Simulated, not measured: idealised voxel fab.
Proc. module: voxel gate over fins
175 nm wide, 5 nm square cells: that's cross-section cut.
Square cells in a grid make up a cross-section in this document, and the grid is given as bands, listed from the top down, each one or more rows of cells. Top height, bottom height, nm. Materials left to right, width each, nm. Single material + "all across" = fills band edge to edge. "blank" = empty. For the purposes of this specification, 0 denotes the height below which the wafer in its as-received condition is composed wholly of one material, and the lowermost band, lacking a lower limit, extends downward without end, as expressed in "0 nm and below". A two-number width, for instance "30..40", indicates that the width is equal to the first number in the top row of the band and to the second number in the bottom row, and that it changes by a constant amount per row of cells. "nothing got changed" after a step means that no cell of the cross-section changed. "Enclosed void entries" lists enclosed empty spaces (at least 8 cells, no open path upward to the top), each as width x height at distance from the left edge, in nm. Where a step's line continues beyond its settings, the continuation is a remark by the simulator itself on that step. For masked steps, "overlay nm" on the step line gives how far right of plan the mask actually lay; a minus sign means it lay to the left.

This section lists the process steps that were planned
1) RECEIVE,material Si
2) CONFORMAL_DEP,material SiN,thk nm 10
3) PATTERN,tone cover,mask id FINS,material resist,width nm 15,pitch nm 35,thk nm 20,overlay nm -15
4) DIRECTIONAL_ETCH,etch materials SiN,depth nm 10
5) DIRECTIONAL_ETCH,etch materials Si,depth nm 30
6) STRIP,etch materials resist
7) OXIDIZE,depth nm 5
8) FILL_DEP,material SiO2,thk nm 15
9) CMP,height nm 10
10) SELECTIVE_ETCH,etch materials SiO2,depth nm 25
11) STRIP,etch materials SiN
12) CONFORMAL_DEP,material HfO2,thk nm 5
13) CONFORMAL_DEP,material TiN,thk nm 5
14) CONFORMAL_DEP,material TiAl,thk nm 5
15) CONFORMAL_DEP,material TiN,thk nm 5
16) FILL_DEP,material W,thk nm 15
17) CMP,height nm 30
18) CONFORMAL_DEP,material SiCN,thk nm 10
Quick note for whoever runs this: the wafers start identical, but the overlay nm at step 3 isn't the same across them. The plan just shows what the first wafer had.

Cross-section, first of several wafers, as delivered after step 1
* 0 nm and below  Si all across
* Enclosed void entries: none

Cross-section, first of several wafers, end of module, after last step 18
* 40 nm to 30 nm  SiCN all across
* 30 nm to 20 nm  W all across
* 20 nm to 15 nm  W 15 nm / TiN 115 nm / W 45 nm
* 15 nm to 10 nm  W 15 nm / TiN 5 nm / TiAl 105 nm / TiN 5 nm / W 45 nm
* 10 nm to 5 nm  W 15 nm / TiN 5 nm / TiAl 5 nm / TiN 25 nm / TiAl 10 nm / TiN 25 nm / TiAl 10 nm / TiN 25 nm / TiAl 5 nm / TiN 5 nm / W 45 nm
* 5 nm to 0 nm  TiN 20 nm / TiAl 5 nm / TiN 5 nm / HfO2 15 nm / TiN 5 nm / TiAl 10 nm / TiN 5 nm / HfO2 15 nm / TiN 5 nm / TiAl 10 nm / TiN 5 nm / HfO2 15 nm / TiN 5 nm / TiAl 5 nm / TiN 50 nm
* 0 nm to -5 nm  TiAl 25 nm / TiN 5 nm / HfO2 5 nm / Si 5 nm / HfO2 5 nm / TiN 5 nm / TiAl 10 nm / TiN 5 nm / HfO2 5 nm / Si 5 nm / HfO2 5 nm / TiN 5 nm / TiAl 10 nm / TiN 5 nm / HfO2 5 nm / Si 5 nm / HfO2 5 nm / TiN 5 nm / TiAl 55 nm
* -5 nm to -10 nm  TiN 30 nm / HfO2 5 nm / Si 5 nm / HfO2 5 nm / TiN 20 nm / HfO2 5 nm / Si 5 nm / HfO2 5 nm / TiN 20 nm / HfO2 5 nm / Si 5 nm / HfO2 5 nm / TiN 60 nm
* -10 nm to -15 nm  HfO2 35 nm / Si 5 nm / HfO2 30 nm / Si 5 nm / HfO2 30 nm / Si 5 nm / HfO2 65 nm
* -15 nm to -35 nm  SiO2 35 nm / Si 5 nm / SiO2 30 nm / Si 5 nm / SiO2 30 nm / Si 5 nm / SiO2 65 nm
* -35 nm and below  Si all across
* Enclosed void entries: none

Showing the last wafer in cross-section at the end of the module
* 40 nm to 30 nm  SiCN all across
* 30 nm to 20 nm  W all across
* 20 nm to 15 nm  W 45 nm / TiN 115 nm / W 15 nm
* 15 nm to 10 nm  W 45 nm / TiN 5 nm / TiAl 105 nm / TiN 5 nm / W 15 nm
* 10 nm to 5 nm  W 45 nm / TiN 5 nm / TiAl 5 nm / TiN 25 nm / TiAl 10 nm / TiN 25 nm / TiAl 10 nm / TiN 25 nm / TiAl 5 nm / TiN 5 nm / W 15 nm
* 5 nm to 0 nm  TiN 50 nm / TiAl 5 nm / TiN 5 nm / HfO2 15 nm / TiN 5 nm / TiAl 10 nm / TiN 5 nm / HfO2 15 nm / TiN 5 nm / TiAl 10 nm / TiN 5 nm / HfO2 15 nm / TiN 5 nm / TiAl 5 nm / TiN 20 nm
* 0 nm to -5 nm  TiAl 55 nm / TiN 5 nm / HfO2 5 nm / Si 5 nm / HfO2 5 nm / TiN 5 nm / TiAl 10 nm / TiN 5 nm / HfO2 5 nm / Si 5 nm / HfO2 5 nm / TiN 5 nm / TiAl 10 nm / TiN 5 nm / HfO2 5 nm / Si 5 nm / HfO2 5 nm / TiN 5 nm / TiAl 25 nm
* -5 nm to -10 nm  TiN 60 nm / HfO2 5 nm / Si 5 nm / HfO2 5 nm / TiN 20 nm / HfO2 5 nm / Si 5 nm / HfO2 5 nm / TiN 20 nm / HfO2 5 nm / Si 5 nm / HfO2 5 nm / TiN 30 nm
* -10 nm to -15 nm  HfO2 65 nm / Si 5 nm / HfO2 30 nm / Si 5 nm / HfO2 30 nm / Si 5 nm / HfO2 35 nm
* -15 nm to -35 nm  SiO2 65 nm / Si 5 nm / SiO2 30 nm / Si 5 nm / SiO2 30 nm / Si 5 nm / SiO2 35 nm
* -35 nm and below  Si all across
* Enclosed void entries: none

Rows = wafers. At module end, each row lists per material the cells gained (+) or lost (-) since the wafer was received, then the closed voids
overlay nm -15 | +53 HfO2 | -224 Si | +70 SiCN | +128 SiO2 | +53 TiAl | +94 TiN | +106 W | Enclosed void entries: none
overlay nm -10 | +53 HfO2 | -224 Si | +70 SiCN | +128 SiO2 | +53 TiAl | +94 TiN | +106 W | Enclosed void entries: none
overlay nm -5 | +53 HfO2 | -224 Si | +70 SiCN | +128 SiO2 | +53 TiAl | +94 TiN | +106 W | Enclosed void entries: none
overlay nm 0 | +53 HfO2 | -224 Si | +70 SiCN | +128 SiO2 | +53 TiAl | +94 TiN | +106 W | Enclosed void entries: none
overlay nm 5 | +53 HfO2 | -224 Si | +70 SiCN | +128 SiO2 | +53 TiAl | +94 TiN | +106 W | Enclosed void entries: none
overlay nm 10 | +53 HfO2 | -224 Si | +70 SiCN | +128 SiO2 | +53 TiAl | +94 TiN | +106 W | Enclosed void entries: none
overlay nm 15 | +53 HfO2 | -224 Si | +70 SiCN | +128 SiO2 | +53 TiAl | +94 TiN | +106 W | Enclosed void entries: none
